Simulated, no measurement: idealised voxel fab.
Process module name: voxel local oxidation
240 nm wide, 5 nm square cells: that's cross-section cut.
Just so we're on the same page, the cross-sections are grids of square cells, and they're listed out in bands top to bottom, each band one or more rows deep.
Look at the band entry: it leads with the top's height and the bottom's height in nm. Then it lists the materials left to right, with a width in nm for each. The word "throughout" on a single material says that material fills the band edge to edge. The word "empty" is empty space.
Heights from 0 (as-received wafer is one material below). Bottom band endless downward, as "0 -> down".
Quick explanation for "30 to 40": the width changes in equal steps down the rows of cells, from the first number in the band's top row to the second number in its bottom row.
Step note "no change occurred" = no cross-section cell changed.
"Sealed voids": sealed empty spaces, 8 cells or more, no open way to top, listed width x height at distance, with distance from the left edge and width, height and distance in nm.
On a step's line, text after the settings is the simulator commenting on that step.
"overlay nm", when on a step's line for a step with a mask, measures how far to the right of its planned place the mask lay; a negative measure means to the left.
### Below is the list of planned process steps
1 RECEIVE,material Si
2 CONFORMAL_DEP,material SiO2,thk nm 5
3 CONFORMAL_DEP,material SiN,thk nm 10
4 DIRECTIONAL_DEP,material aC,thk nm 15
5 PATTERN,tone cover,mask id ACTIVE,material resist,width nm 90,thk nm 35,overlay nm 0
6 DIRECTIONAL_ETCH,etch materials aC,depth nm 15
7 STRIP,etch materials resist
8 DIRECTIONAL_ETCH,etch materials SiN,depth nm 10
9 STRIP,etch materials aC
10 SELECTIVE_ETCH,etch materials SiO2,depth nm 5
11 OXIDIZE,depth nm 15
12 STRIP,etch materials SiN
### Cross-section of the wafer as it came to us, i.e., already through step 1
	0 -> down  Si throughout
	Sealed voids: none
### End-of-module cross-section of the first of two wafers, processed as planned
	5 -> 0  empty (80); SiO2 (80); empty (80)
	0 -> -15  SiO2 (95); Si (50); SiO2 (95)
	-15 -> down  Si throughout
	Sealed voids: none
### Cross-section, second wafer: same start as the first, same plan as the first, one mistake in running it; taken at the end of the module
	5 -> 0  empty (80); SiO2 (80); empty (80)
	0 -> -10  SiO2 (90); Si (60); SiO2 (90)
	-10 -> down  Si throughout
	Sealed voids: none
Finding, execution versus plan: so step 11 ended up running with a different setting than we planned, it ran as OXIDIZE,depth nm 10
The closing comparison, in cells, has the second wafer with more or fewer of some materials than the first: 42 more of Si; 42 fewer of SiO2
